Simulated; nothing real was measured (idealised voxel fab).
The process module presented herein is designated voxel transistor to metal.
Cross-sectional view cut (width: 200 nm; square cell size: 5 nm).
Just so we're on the same page, the cross-sections are grids of square cells, and they're listed out in bands top to bottom, each band one or more rows deep.
Basically the band line says how high the top is and how high the bottom is, in nm, and then what's in it from left to right, every material with its width in nm. Empty space shows up as "air", and if a single material carries "all across" it runs the full band edge to edge.
All heights in this document are referenced to 0, defined as the level beneath which the wafer, as received, consists entirely of one material. The lowest band is not bounded below; it extends indefinitely downward and is written in the form "z 0 and below".
Width: "30..40" (first number = top row, second number = bottom row, same change from row to row of cells).
"no change" means the step left every cell of the cross-section as it was.
The label "Sealed void inventory" introduces a list of the empty spaces, 8 cells or larger, that have no open way up to the top; each entry in it reads width x height at distance, where the distance is taken from the left edge and all three are stated in nm.
If you see something after the settings on a step's line, that's the simulator's own remark about that step.
The setting "overlay nm" may be written on the line of a step. When the step uses a mask, the value reports how far to the right of the planned place the mask lay, and a negative value reports that it lay to the left.

# Process steps foreseen in the plan
- 1: RECEIVE, material Si
- 2: OXIDIZE, depth nm 5
- 3: CONFORMAL_DEP, material SiN, thk nm 15
- 4: PATTERN, tone cover, mask id ACTIVE, material resist, width nm 125, thk nm 15, overlay nm 0
- 5: DIRECTIONAL_ETCH, etch materials SiN, depth nm 15
- 6: DIRECTIONAL_ETCH, etch materials SiO2, depth nm 5
- 7: DIRECTIONAL_ETCH, etch materials Si, depth nm 25
- 8: STRIP, etch materials resist
- 9: OXIDIZE, depth nm 5
- 10: FILL_DEP, material SiO2, thk nm 10
- 11: CMP, height nm 15
- 12: SELECTIVE_ETCH, etch materials SiO2, depth nm 10
- 13: STRIP, etch materials SiN
- 14: SELECTIVE_ETCH, etch materials SiO2, depth nm 5
- 15: OXIDIZE, depth nm 5
- 16: DIRECTIONAL_DEP, material polySi, thk nm 20
- 17: DIRECTIONAL_DEP, material SiCN, thk nm 15
- 18: PATTERN, tone cover, mask id GATE, material resist, width nm 35, thk nm 15, overlay nm 0
- 19: DIRECTIONAL_ETCH, etch materials SiCN, depth nm 25
- 20: DIRECTIONAL_ETCH, etch materials polySi, depth nm 30
- 21: STRIP, etch materials resist
- 22: CONFORMAL_DEP, material SiN, thk nm 10
- 23: DIRECTIONAL_ETCH, etch materials SiN, depth nm 10
- 24: DIRECTIONAL_ETCH, etch materials SiO2, depth nm 5
- 25: DIRECTIONAL_ETCH, etch materials Si, depth nm 10
- 26: EPI, material SiGe, thk nm 10
- 27: FILL_DEP, material SiO2, thk nm 5
- 28: CMP, height nm 15
- 29: STRIP, etch materials polySi
- 30: SELECTIVE_ETCH, etch materials SiO2, depth nm 5
- 31: CONFORMAL_DEP, material HfO2, thk nm 5
- 32: CONFORMAL_DEP, material TiN, thk nm 5
- 33: FILL_DEP, material W, thk nm 10
- 34: CMP, height nm 10
- 35: DIRECTIONAL_DEP, material SiO2, thk nm 10
- 36: MASKED_ETCH, tone open, mask id CONTACT, width nm 15, pitch nm 90, etch materials SiO2, depth nm 30, overlay nm 0
- 37: CONFORMAL_DEP, material TiN, thk nm 5
- 38: FILL_DEP, material W, thk nm 10
- 39: CMP, height nm 20
- 40: CONFORMAL_DEP, material SiN, thk nm 5
- 41: DIRECTIONAL_DEP, material SiO2, thk nm 20
- 42: PATTERN, tone open, mask id METAL_1, material resist, width nm 15, pitch nm 90, thk nm 20, overlay nm 0
- 43: DIRECTIONAL_ETCH, etch materials SiO2, depth nm 20
- 44: DIRECTIONAL_ETCH, etch materials SiN, depth nm 5
- 45: STRIP, etch materials resist
- 46: CONFORMAL_DEP, material TiN, thk nm 5
- 47: FILL_DEP, material Cu, thk nm 5
- 48: CMP, height nm 45
- 49: CONFORMAL_DEP, material SiN, thk nm 5

# The following pertains to the first of two wafers, which was processed as planned

# Step 1 complete: cross-section of the wafer as received
> z 0 and below: Si all across
> Sealed void inventory: none

# Upon completion of step 2, the wafer appears in cross-section as shown
> z 0 to -5: SiO2 all across
> Lower than -5, everything is as it was.

# Upon completion of step 3, the wafer appears in cross-section as shown
> z 15 to 0: SiN all across
> Lower than 0, everything is as it was.

# Upon completion of step 4, the wafer appears in cross-section as shown
> z 30 to 15: 35 air; 125 resist; 40 air
> Lower than 15, everything is as it was.

# Upon completion of step 5, the wafer appears in cross-section as shown
> z 30 to 15: 35 air; 125 resist; 40 air
> z 15 to 0: 35 air; 125 SiN; 40 air
> Lower than 0, everything is as it was.

# Upon completion of step 6, the wafer appears in cross-section as shown
> z 30 to 15: 35 air; 125 resist; 40 air
> z 15 to 0: 35 air; 125 SiN; 40 air
> z 0 to -5: 35 air; 125 SiO2; 40 air
> Lower than -5, everything is as it was.

# Upon completion of step 7, the wafer appears in cross-section as shown
> z 30 to 15: 35 air; 125 resist; 40 air
> z 15 to 0: 35 air; 125 SiN; 40 air
> z 0 to -5: 35 air; 125 SiO2; 40 air
> z -5 to -30: 35 air; 125 Si; 40 air
> Lower than -30, everything is as it was.

# Upon completion of step 8, the wafer appears in cross-section as shown
> z 15 to 0: 35 air; 125 SiN; 40 air
> Lower than 0, everything is as it was.

# Upon completion of step 9, the wafer appears in cross-section as shown
> z 15 to 0: 35 air; 125 SiN; 40 air
> z 0 to -5: 35 air; 125 SiO2; 40 air
> z -5 to -30: 35 air; 5 SiO2; 115 Si; 5 SiO2; 40 air
> z -30 to -35: 40 SiO2; 115 Si; 45 SiO2
> Lower than -35, everything is as it was.

# Upon completion of step 10, the wafer appears in cross-section as shown
> z 25 to 15: SiO2 all across
> z 15 to 0: 35 SiO2; 125 SiN; 40 SiO2
> z 0 to -5: SiO2 all across
> z -5 to -35: 40 SiO2; 115 Si; 45 SiO2
> Lower than -35, everything is as it was.

# Upon completion of step 11, the wafer appears in cross-section as shown
> z 15 to 0: 35 SiO2; 125 SiN; 40 SiO2
> Lower than 0, everything is as it was.

# Upon completion of step 12, the wafer appears in cross-section as shown
> z 15 to 5: 35 air; 125 SiN; 40 air
> Lower than 5, everything is as it was.

# Upon completion of step 13, the wafer appears in cross-section as shown
> z 5 to 0: 35 SiO2; 125 air; 40 SiO2
> Lower than 0, everything is as it was.

# Upon completion of step 14, the wafer appears in cross-section as shown
> z 0 to -5: 30 SiO2; 135 air; 35 SiO2
> Lower than -5, everything is as it was.

# Upon completion of step 15, the wafer appears in cross-section as shown
> z 0 to -5: 30 SiO2; 135 air; 35 SiO2
> z -5 to -10: SiO2 all across
> Lower than -10, everything is as it was.

# Upon completion of step 16, the wafer appears in cross-section as shown
> z 20 to 15: 30 polySi; 135 air; 35 polySi
> z 15 to 0: polySi all across
> z 0 to -5: 30 SiO2; 135 polySi; 35 SiO2
> Lower than -5, everything is as it was.

# Upon completion of step 17, the wafer appears in cross-section as shown
> z 35 to 30: 30 SiCN; 135 air; 35 SiCN
> z 30 to 20: SiCN all across
> z 20 to 15: 30 polySi; 135 SiCN; 35 polySi
> Lower than 15, everything is as it was.

# Upon completion of step 18, the wafer appears in cross-section as shown
> z 50 to 35: 80 air; 35 resist; 85 air
> z 35 to 30: 30 SiCN; 50 air; 35 resist; 50 air; 35 SiCN
> Lower than 30, everything is as it was.

# Upon completion of step 19, the wafer appears in cross-section as shown
> z 50 to 30: 80 air; 35 resist; 85 air
> z 30 to 20: 80 air; 35 SiCN; 85 air
> z 20 to 15: 30 polySi; 50 air; 35 SiCN; 50 air; 35 polySi
> Lower than 15, everything is as it was.

# Upon completion of step 20, the wafer appears in cross-section as shown
> z 50 to 30: 80 air; 35 resist; 85 air
> z 30 to 15: 80 air; 35 SiCN; 85 air
> z 15 to 0: 80 air; 35 polySi; 85 air
> z 0 to -5: 30 SiO2; 50 air; 35 polySi; 50 air; 35 SiO2
> Lower than -5, everything is as it was.

# Upon completion of step 21, the wafer appears in cross-section as shown
> z 30 to 15: 80 air; 35 SiCN; 85 air
> Lower than 15, everything is as it was.

# Upon completion of step 22, the wafer appears in cross-section as shown
> z 40 to 30: 70 air; 55 SiN; 75 air
> z 30 to 15: 70 air; 10 SiN; 35 SiCN; 10 SiN; 75 air
> z 15 to 10: 70 air; 10 SiN; 35 polySi; 10 SiN; 75 air
> z 10 to 5: 40 SiN; 30 air; 10 SiN; 35 polySi; 10 SiN; 30 air; 45 SiN
> z 5 to 0: 80 SiN; 35 polySi; 85 SiN
> z 0 to -5: 30 SiO2; 50 SiN; 35 polySi; 50 SiN; 35 SiO2
> Lower than -5, everything is as it was.

# Upon completion of step 23, the wafer appears in cross-section as shown
> z 30 to 15: 70 air; 10 SiN; 35 SiCN; 10 SiN; 75 air
> z 15 to 0: 70 air; 10 SiN; 35 polySi; 10 SiN; 75 air
> z 0 to -5: 30 SiO2; 10 SiN; 30 air; 10 SiN; 35 polySi; 10 SiN; 30 air; 10 SiN; 35 SiO2
> Lower than -5, everything is as it was.

# Upon completion of step 24, the wafer appears in cross-section as shown
> z 30 to 15: 70 air; 10 SiN; 35 SiCN; 10 SiN; 75 air
> z 15 to 0: 70 air; 10 SiN; 35 polySi; 10 SiN; 75 air
> z 0 to -5: 30 air; 10 SiN; 30 air; 10 SiN; 35 polySi; 10 SiN; 30 air; 10 SiN; 35 air
> z -5 to -10: 40 SiO2; 30 air; 55 SiO2; 30 air; 45 SiO2
> Lower than -10, everything is as it was.

# Upon completion of step 25, the wafer appears in cross-section as shown
> z 30 to 15: 70 air; 10 SiN; 35 SiCN; 10 SiN; 75 air
> z 15 to 0: 70 air; 10 SiN; 35 polySi; 10 SiN; 75 air
> z 0 to -5: 30 air; 10 SiN; 30 air; 10 SiN; 35 polySi; 10 SiN; 30 air; 10 SiN; 35 air
> z -5 to -10: 40 SiO2; 30 air; 55 SiO2; 30 air; 45 SiO2
> z -10 to -20: 40 SiO2; 30 air; 55 Si; 30 air; 45 SiO2
> Lower than -20, everything is as it was.

# Upon completion of step 26, the wafer appears in cross-section as shown
> z 30 to 15: 70 air; 10 SiN; 35 SiCN; 10 SiN; 75 air
> z 15 to 0: 70 air; 10 SiN; 35 polySi; 10 SiN; 75 air
> z 0 to -5: 30 air; 10 SiN; 20 air; 10 SiGe; 10 SiN; 35 polySi; 10 SiN; 10 SiGe; 20 air; 10 SiN; 35 air
> z -5 to -10: 40 SiO2; 20 air; 10 SiGe; 55 SiO2; 10 SiGe; 20 air; 45 SiO2
> z -10 to -20: 40 SiO2; 30 SiGe; 55 Si; 30 SiGe; 45 SiO2
> Lower than -20, everything is as it was.

# Upon completion of step 27, the wafer appears in cross-section as shown
> z 35 to 30: SiO2 all across
> z 30 to 15: 70 SiO2; 10 SiN; 35 SiCN; 10 SiN; 75 SiO2
> z 15 to 0: 70 SiO2; 10 SiN; 35 polySi; 10 SiN; 75 SiO2
> z 0 to -5: 30 SiO2; 10 SiN; 20 SiO2; 10 SiGe; 10 SiN; 35 polySi; 10 SiN; 10 SiGe; 20 SiO2; 10 SiN; 35 SiO2
> z -5 to -10: 60 SiO2; 10 SiGe; 55 SiO2; 10 SiGe; 65 SiO2
> Lower than -10, everything is as it was.

# Upon completion of step 28, the wafer appears in cross-section as shown
> z 15 to 0: 70 SiO2; 10 SiN; 35 polySi; 10 SiN; 75 SiO2
> Lower than 0, everything is as it was.

# Upon completion of step 29, the wafer appears in cross-section as shown
> z 15 to 0: 70 SiO2; 10 SiN; 35 air; 10 SiN; 75 SiO2
> z 0 to -5: 30 SiO2; 10 SiN; 20 SiO2; 10 SiGe; 10 SiN; 35 air; 10 SiN; 10 SiGe; 20 SiO2; 10 SiN; 35 SiO2
> Lower than -5, everything is as it was.

# Upon completion of step 30, the wafer appears in cross-section as shown
> z 15 to 10: 70 air; 10 SiN; 35 air; 10 SiN; 75 air
> z 10 to 0: 70 SiO2; 10 SiN; 35 air; 10 SiN; 75 SiO2
> z 0 to -5: 30 SiO2; 10 SiN; 20 SiO2; 10 SiGe; 10 SiN; 35 air; 10 SiN; 10 SiGe; 20 SiO2; 10 SiN; 35 SiO2
> z -5 to -10: 60 SiO2; 10 SiGe; 5 SiO2; 45 air; 5 SiO2; 10 SiGe; 65 SiO2
> Lower than -10, everything is as it was.

# Upon completion of step 31, the wafer appears in cross-section as shown
> z 20 to 15: 65 air; 20 HfO2; 25 air; 20 HfO2; 70 air
> z 15 to 10: 70 HfO2; 10 SiN; 5 HfO2; 25 air; 5 HfO2; 10 SiN; 75 HfO2
> z 10 to 0: 70 SiO2; 10 SiN; 5 HfO2; 25 air; 5 HfO2; 10 SiN; 75 SiO2
> z 0 to -5: 30 SiO2; 10 SiN; 20 SiO2; 10 SiGe; 10 SiN; 5 HfO2; 25 air; 5 HfO2; 10 SiN; 10 SiGe; 20 SiO2; 10 SiN; 35 SiO2
> z -5 to -10: 60 SiO2; 10 SiGe; 5 SiO2; 45 HfO2; 5 SiO2; 10 SiGe; 65 SiO2
> Lower than -10, everything is as it was.

# Upon completion of step 32, the wafer appears in cross-section as shown
> z 25 to 20: 60 air; 30 TiN; 15 air; 30 TiN; 65 air
> z 20 to 15: 65 TiN; 20 HfO2; 5 TiN; 15 air; 5 TiN; 20 HfO2; 70 TiN
> z 15 to 10: 70 HfO2; 10 SiN; 5 HfO2; 5 TiN; 15 air; 5 TiN; 5 HfO2; 10 SiN; 75 HfO2
> z 10 to 0: 70 SiO2; 10 SiN; 5 HfO2; 5 TiN; 15 air; 5 TiN; 5 HfO2; 10 SiN; 75 SiO2
> z 0 to -5: 30 SiO2; 10 SiN; 20 SiO2; 10 SiGe; 10 SiN; 5 HfO2; 25 TiN; 5 HfO2; 10 SiN; 10 SiGe; 20 SiO2; 10 SiN; 35 SiO2
> Lower than -5, everything is as it was.

# Upon completion of step 33, the wafer appears in cross-section as shown
> z 35 to 25: W all across
> z 25 to 20: 60 W; 30 TiN; 15 W; 30 TiN; 65 W
> z 20 to 15: 65 TiN; 20 HfO2; 5 TiN; 15 W; 5 TiN; 20 HfO2; 70 TiN
> z 15 to 10: 70 HfO2; 10 SiN; 5 HfO2; 5 TiN; 15 W; 5 TiN; 5 HfO2; 10 SiN; 75 HfO2
> z 10 to 0: 70 SiO2; 10 SiN; 5 HfO2; 5 TiN; 15 W; 5 TiN; 5 HfO2; 10 SiN; 75 SiO2
> Lower than 0, everything is as it was.

# Upon completion of step 34, the wafer appears in cross-section as shown
> z 10 to 0: 70 SiO2; 10 SiN; 5 HfO2; 5 TiN; 15 W; 5 TiN; 5 HfO2; 10 SiN; 75 SiO2
> Lower than 0, everything is as it was.

# Upon completion of step 35, the wafer appears in cross-section as shown
> z 20 to 10: SiO2 all across
> Lower than 10, everything is as it was.

# Upon completion of step 36, the wafer appears in cross-section as shown
> z 20 to 10: 45 SiO2; 15 air; 75 SiO2; 15 air; 50 SiO2
> z 10 to 0: 45 SiO2; 15 air; 10 SiO2; 10 SiN; 5 HfO2; 5 TiN; 15 W; 5 TiN; 5 HfO2; 10 SiN; 10 SiO2; 15 air; 50 SiO2
> z 0 to -5: 30 SiO2; 10 SiN; 5 SiO2; 15 air; 10 SiGe; 10 SiN; 5 HfO2; 25 TiN; 5 HfO2; 10 SiN; 10 SiGe; 15 air; 5 SiO2; 10 SiN; 35 SiO2
> z -5 to -10: 45 SiO2; 15 air; 10 SiGe; 5 SiO2; 45 HfO2; 5 SiO2; 10 SiGe; 15 air; 50 SiO2
> Lower than -10, everything is as it was.

# Upon completion of step 37, the wafer appears in cross-section as shown
> z 25 to 20: 50 TiN; 5 air; 85 TiN; 5 air; 55 TiN
> z 20 to 10: 45 SiO2; 5 TiN; 5 air; 5 TiN; 75 SiO2; 5 TiN; 5 air; 5 TiN; 50 SiO2
> z 10 to 0: 45 SiO2; 5 TiN; 5 air; 5 TiN; 10 SiO2; 10 SiN; 5 HfO2; 5 TiN; 15 W; 5 TiN; 5 HfO2; 10 SiN; 10 SiO2; 5 TiN; 5 air; 5 TiN; 50 SiO2
> z 0 to -5: 30 SiO2; 10 SiN; 5 SiO2; 5 TiN; 5 air; 5 TiN; 10 SiGe; 10 SiN; 5 HfO2; 25 TiN; 5 HfO2; 10 SiN; 10 SiGe; 5 TiN; 5 air; 5 TiN; 5 SiO2; 10 SiN; 35 SiO2
> z -5 to -10: 45 SiO2; 15 TiN; 10 SiGe; 5 SiO2; 45 HfO2; 5 SiO2; 10 SiGe; 15 TiN; 50 SiO2
> Lower than -10, everything is as it was.

# Upon completion of step 38, the wafer appears in cross-section as shown
> z 35 to 25: W all across
> z 25 to 20: 50 TiN; 5 W; 85 TiN; 5 W; 55 TiN
> z 20 to 10: 45 SiO2; 5 TiN; 5 W; 5 TiN; 75 SiO2; 5 TiN; 5 W; 5 TiN; 50 SiO2
> z 10 to 0: 45 SiO2; 5 TiN; 5 W; 5 TiN; 10 SiO2; 10 SiN; 5 HfO2; 5 TiN; 15 W; 5 TiN; 5 HfO2; 10 SiN; 10 SiO2; 5 TiN; 5 W; 5 TiN; 50 SiO2
> z 0 to -5: 30 SiO2; 10 SiN; 5 SiO2; 5 TiN; 5 W; 5 TiN; 10 SiGe; 10 SiN; 5 HfO2; 25 TiN; 5 HfO2; 10 SiN; 10 SiGe; 5 TiN; 5 W; 5 TiN; 5 SiO2; 10 SiN; 35 SiO2
> Lower than -5, everything is as it was.

# Upon completion of step 39, the wafer appears in cross-section as shown
> z 20 to 10: 45 SiO2; 5 TiN; 5 W; 5 TiN; 75 SiO2; 5 TiN; 5 W; 5 TiN; 50 SiO2
> Lower than 10, everything is as it was.

# Upon completion of step 40, the wafer appears in cross-section as shown
> z 25 to 20: SiN all across
> Lower than 20, everything is as it was.

# Upon completion of step 41, the wafer appears in cross-section as shown
> z 45 to 25: SiO2 all across
> Lower than 25, everything is as it was.

# Upon completion of step 42, the wafer appears in cross-section as shown
> z 65 to 45: 45 resist; 15 air; 75 resist; 15 air; 50 resist
> Lower than 45, everything is as it was.

# Upon completion of step 43, the wafer appears in cross-section as shown
> z 65 to 45: 45 resist; 15 air; 75 resist; 15 air; 50 resist
> z 45 to 25: 45 SiO2; 15 air; 75 SiO2; 15 air; 50 SiO2
> Lower than 25, everything is as it was.

# Upon completion of step 44, the wafer appears in cross-section as shown
> z 65 to 45: 45 resist; 15 air; 75 resist; 15 air; 50 resist
> z 45 to 25: 45 SiO2; 15 air; 75 SiO2; 15 air; 50 SiO2
> z 25 to 20: 45 SiN; 15 air; 75 SiN; 15 air; 50 SiN
> Lower than 20, everything is as it was.

# Upon completion of step 45, the wafer appears in cross-section as shown
> z 45 to 25: 45 SiO2; 15 air; 75 SiO2; 15 air; 50 SiO2
> Lower than 25, everything is as it was.

# Upon completion of step 46, the wafer appears in cross-section as shown
> z 50 to 45: 50 TiN; 5 air; 85 TiN; 5 air; 55 TiN
> z 45 to 25: 45 SiO2; 5 TiN; 5 air; 5 TiN; 75 SiO2; 5 TiN; 5 air; 5 TiN; 50 SiO2
> z 25 to 20: 45 SiN; 15 TiN; 75 SiN; 15 TiN; 50 SiN
> Lower than 20, everything is as it was.

# Upon completion of step 47, the wafer appears in cross-section as shown
> z 55 to 50: Cu all across
> z 50 to 45: 50 TiN; 5 Cu; 85 TiN; 5 Cu; 55 TiN
> z 45 to 25: 45 SiO2; 5 TiN; 5 Cu; 5 TiN; 75 SiO2; 5 TiN; 5 Cu; 5 TiN; 50 SiO2
> Lower than 25, everything is as it was.

# Upon completion of step 48, the wafer appears in cross-section as shown
> z 45 to 25: 45 SiO2; 5 TiN; 5 Cu; 5 TiN; 75 SiO2; 5 TiN; 5 Cu; 5 TiN; 50 SiO2
> Lower than 25, everything is as it was.

# Upon completion of step 49, the wafer appears in cross-section as shown
> z 50 to 45: SiN all across
> Lower than 45, everything is as it was.

# Okay, second wafer. Nothing different at the start, nothing different in the plan, just one mistake somewhere in the running. As far as step 24, counting that step, it's the first wafer all over again

# Second wafer cross-section, taken as of the time the plan sets for step 25 to be done
> z 30 to 15: 70 air; 10 SiN; 35 SiCN; 10 SiN; 75 air
> z 15 to 0: 70 air; 10 SiN; 35 polySi; 10 SiN; 75 air
> z 0 to -5: 30 air; 10 SiN; 30 air; 10 SiN; 35 polySi; 10 SiN; 30 air; 10 SiN; 35 air
> z -5 to -10: 40 SiO2; 30 air; 55 SiO2; 30 air; 45 SiO2
> z -10 to -15: 40 SiO2; 30 air; 55 Si; 30 air; 45 SiO2
> Lower than -15, everything is as it was.

# Second wafer cross-section, taken as of the time the plan sets for step 26 to be done
> z 30 to 15: 70 air; 10 SiN; 35 SiCN; 10 SiN; 75 air
> z 15 to 0: 70 air; 10 SiN; 35 polySi; 10 SiN; 75 air
> z 0 to -5: 30 air; 10 SiN; 20 air; 10 SiGe; 10 SiN; 35 polySi; 10 SiN; 10 SiGe; 20 air; 10 SiN; 35 air
> z -5 to -10: 40 SiO2; 30 SiGe; 55 SiO2; 30 SiGe; 45 SiO2
> z -10 to -15: 40 SiO2; 30 SiGe; 55 Si; 30 SiGe; 45 SiO2
> Lower than -15, everything is as it was.

# Second wafer cross-section, taken as of the time the plan sets for step 27 to be done
> z 35 to 30: SiO2 all across
> z 30 to 15: 70 SiO2; 10 SiN; 35 SiCN; 10 SiN; 75 SiO2
> z 15 to 0: 70 SiO2; 10 SiN; 35 polySi; 10 SiN; 75 SiO2
> z 0 to -5: 30 SiO2; 10 SiN; 20 SiO2; 10 SiGe; 10 SiN; 35 polySi; 10 SiN; 10 SiGe; 20 SiO2; 10 SiN; 35 SiO2
> Lower than -5, everything is as it was.

# Second wafer cross-section, taken as of the time the plan sets for step 28 to be done
> z 15 to 0: 70 SiO2; 10 SiN; 35 polySi; 10 SiN; 75 SiO2
> Lower than 0, everything is as it was.

# Second wafer cross-section, taken as of the time the plan sets for step 29 to be done
> z 15 to 0: 70 SiO2; 10 SiN; 35 air; 10 SiN; 75 SiO2
> z 0 to -5: 30 SiO2; 10 SiN; 20 SiO2; 10 SiGe; 10 SiN; 35 air; 10 SiN; 10 SiGe; 20 SiO2; 10 SiN; 35 SiO2
> Lower than -5, everything is as it was.

# Second wafer cross-section, taken as of the time the plan sets for step 30 to be done
> z 15 to 10: 70 air; 10 SiN; 35 air; 10 SiN; 75 air
> z 10 to 0: 70 SiO2; 10 SiN; 35 air; 10 SiN; 75 SiO2
> z 0 to -5: 30 SiO2; 10 SiN; 20 SiO2; 10 SiGe; 10 SiN; 35 air; 10 SiN; 10 SiGe; 20 SiO2; 10 SiN; 35 SiO2
> z -5 to -10: 40 SiO2; 30 SiGe; 5 SiO2; 45 air; 5 SiO2; 30 SiGe; 45 SiO2
> Lower than -10, everything is as it was.

# Second wafer cross-section, taken as of the time the plan sets for step 31 to be done
> z 20 to 15: 65 air; 20 HfO2; 25 air; 20 HfO2; 70 air
> z 15 to 10: 70 HfO2; 10 SiN; 5 HfO2; 25 air; 5 HfO2; 10 SiN; 75 HfO2
> z 10 to 0: 70 SiO2; 10 SiN; 5 HfO2; 25 air; 5 HfO2; 10 SiN; 75 SiO2
> z 0 to -5: 30 SiO2; 10 SiN; 20 SiO2; 10 SiGe; 10 SiN; 5 HfO2; 25 air; 5 HfO2; 10 SiN; 10 SiGe; 20 SiO2; 10 SiN; 35 SiO2
> z -5 to -10: 40 SiO2; 30 SiGe; 5 SiO2; 45 HfO2; 5 SiO2; 30 SiGe; 45 SiO2
> Lower than -10, everything is as it was.

# Second wafer cross-section, taken as of the time the plan sets for step 32 to be done
> z 25 to 20: 60 air; 30 TiN; 15 air; 30 TiN; 65 air
> z 20 to 15: 65 TiN; 20 HfO2; 5 TiN; 15 air; 5 TiN; 20 HfO2; 70 TiN
> z 15 to 10: 70 HfO2; 10 SiN; 5 HfO2; 5 TiN; 15 air; 5 TiN; 5 HfO2; 10 SiN; 75 HfO2
> z 10 to 0: 70 SiO2; 10 SiN; 5 HfO2; 5 TiN; 15 air; 5 TiN; 5 HfO2; 10 SiN; 75 SiO2
> z 0 to -5: 30 SiO2; 10 SiN; 20 SiO2; 10 SiGe; 10 SiN; 5 HfO2; 25 TiN; 5 HfO2; 10 SiN; 10 SiGe; 20 SiO2; 10 SiN; 35 SiO2
> Lower than -5, everything is as it was.

# Second wafer cross-section, taken as of the time the plan sets for step 33 to be done
> z 35 to 25: W all across
> z 25 to 20: 60 W; 30 TiN; 15 W; 30 TiN; 65 W
> z 20 to 15: 65 TiN; 20 HfO2; 5 TiN; 15 W; 5 TiN; 20 HfO2; 70 TiN
> z 15 to 10: 70 HfO2; 10 SiN; 5 HfO2; 5 TiN; 15 W; 5 TiN; 5 HfO2; 10 SiN; 75 HfO2
> z 10 to 0: 70 SiO2; 10 SiN; 5 HfO2; 5 TiN; 15 W; 5 TiN; 5 HfO2; 10 SiN; 75 SiO2
> Lower than 0, everything is as it was.

# Second wafer cross-section, taken as of the time the plan sets for step 34 to be done
> z 10 to 0: 70 SiO2; 10 SiN; 5 HfO2; 5 TiN; 15 W; 5 TiN; 5 HfO2; 10 SiN; 75 SiO2
> Lower than 0, everything is as it was.

# Second wafer cross-section, taken as of the time the plan sets for step 35 to be done
> z 20 to 10: SiO2 all across
> Lower than 10, everything is as it was.

# Second wafer cross-section, taken as of the time the plan sets for step 36 to be done
> z 20 to 10: 45 SiO2; 15 air; 75 SiO2; 15 air; 50 SiO2
> z 10 to 0: 45 SiO2; 15 air; 10 SiO2; 10 SiN; 5 HfO2; 5 TiN; 15 W; 5 TiN; 5 HfO2; 10 SiN; 10 SiO2; 15 air; 50 SiO2
> z 0 to -5: 30 SiO2; 10 SiN; 5 SiO2; 15 air; 10 SiGe; 10 SiN; 5 HfO2; 25 TiN; 5 HfO2; 10 SiN; 10 SiGe; 15 air; 5 SiO2; 10 SiN; 35 SiO2
> Lower than -5, everything is as it was.

# Second wafer cross-section, taken as of the time the plan sets for step 37 to be done
> z 25 to 20: 50 TiN; 5 air; 85 TiN; 5 air; 55 TiN
> z 20 to 10: 45 SiO2; 5 TiN; 5 air; 5 TiN; 75 SiO2; 5 TiN; 5 air; 5 TiN; 50 SiO2
> z 10 to 0: 45 SiO2; 5 TiN; 5 air; 5 TiN; 10 SiO2; 10 SiN; 5 HfO2; 5 TiN; 15 W; 5 TiN; 5 HfO2; 10 SiN; 10 SiO2; 5 TiN; 5 air; 5 TiN; 50 SiO2
> z 0 to -5: 30 SiO2; 10 SiN; 5 SiO2; 15 TiN; 10 SiGe; 10 SiN; 5 HfO2; 25 TiN; 5 HfO2; 10 SiN; 10 SiGe; 15 TiN; 5 SiO2; 10 SiN; 35 SiO2
> Lower than -5, everything is as it was.

# Second wafer cross-section, taken as of the time the plan sets for step 38 to be done
> z 35 to 25: W all across
> z 25 to 20: 50 TiN; 5 W; 85 TiN; 5 W; 55 TiN
> z 20 to 10: 45 SiO2; 5 TiN; 5 W; 5 TiN; 75 SiO2; 5 TiN; 5 W; 5 TiN; 50 SiO2
> z 10 to 0: 45 SiO2; 5 TiN; 5 W; 5 TiN; 10 SiO2; 10 SiN; 5 HfO2; 5 TiN; 15 W; 5 TiN; 5 HfO2; 10 SiN; 10 SiO2; 5 TiN; 5 W; 5 TiN; 50 SiO2
> Lower than 0, everything is as it was.

# Second wafer cross-section, taken as of the time the plan sets for step 39 to be done
> z 20 to 10: 45 SiO2; 5 TiN; 5 W; 5 TiN; 75 SiO2; 5 TiN; 5 W; 5 TiN; 50 SiO2
> Lower than 10, everything is as it was.

# Second wafer cross-section, taken as of the time the plan sets for step 40 to be done
> z 25 to 20: SiN all across
> Lower than 20, everything is as it was.

# Second wafer cross-section, taken as of the time the plan sets for step 41 to be done
> z 45 to 25: SiO2 all across
> Lower than 25, everything is as it was.

# Second wafer cross-section, taken as of the time the plan sets for step 42 to be done
> z 65 to 45: 45 resist; 15 air; 75 resist; 15 air; 50 resist
> Lower than 45, everything is as it was.

# Second wafer cross-section, taken as of the time the plan sets for step 43 to be done
> z 65 to 45: 45 resist; 15 air; 75 resist; 15 air; 50 resist
> z 45 to 25: 45 SiO2; 15 air; 75 SiO2; 15 air; 50 SiO2
> Lower than 25, everything is as it was.

# Second wafer cross-section, taken as of the time the plan sets for step 44 to be done
> z 65 to 45: 45 resist; 15 air; 75 resist; 15 air; 50 resist
> z 45 to 25: 45 SiO2; 15 air; 75 SiO2; 15 air; 50 SiO2
> z 25 to 20: 45 SiN; 15 air; 75 SiN; 15 air; 50 SiN
> Lower than 20, everything is as it was.

# Second wafer cross-section, taken as of the time the plan sets for step 45 to be done
> z 45 to 25: 45 SiO2; 15 air; 75 SiO2; 15 air; 50 SiO2
> Lower than 25, everything is as it was.

# Second wafer cross-section, taken as of the time the plan sets for step 46 to be done
> z 50 to 45: 50 TiN; 5 air; 85 TiN; 5 air; 55 TiN
> z 45 to 25: 45 SiO2; 5 TiN; 5 air; 5 TiN; 75 SiO2; 5 TiN; 5 air; 5 TiN; 50 SiO2
> z 25 to 20: 45 SiN; 15 TiN; 75 SiN; 15 TiN; 50 SiN
> Lower than 20, everything is as it was.

# Second wafer cross-section, taken as of the time the plan sets for step 47 to be done
> z 55 to 50: Cu all across
> z 50 to 45: 50 TiN; 5 Cu; 85 TiN; 5 Cu; 55 TiN
> z 45 to 25: 45 SiO2; 5 TiN; 5 Cu; 5 TiN; 75 SiO2; 5 TiN; 5 Cu; 5 TiN; 50 SiO2
> Lower than 25, everything is as it was.

# Second wafer cross-section, taken as of the time the plan sets for step 48 to be done
> z 45 to 25: 45 SiO2; 5 TiN; 5 Cu; 5 TiN; 75 SiO2; 5 TiN; 5 Cu; 5 TiN; 50 SiO2
> Lower than 25, everything is as it was.

# Second wafer cross-section, taken as of the time the plan sets for step 49 to be done
> z 50 to 45: SiN all across
> Lower than 45, everything is as it was.
Heads up, the wafer didn't run the way we planned it: step 25 deviated from plan and actually ran as DIRECTIONAL_ETCH, etch materials Si, depth nm 5
Upon completion, the second wafer contains, in terms of cells, a greater or smaller amount of certain materials than the first wafer: Si: 12 more, SiGe: 4 fewer, SiO2: 2 fewer, TiN: 4 fewer, W: 2 fewer
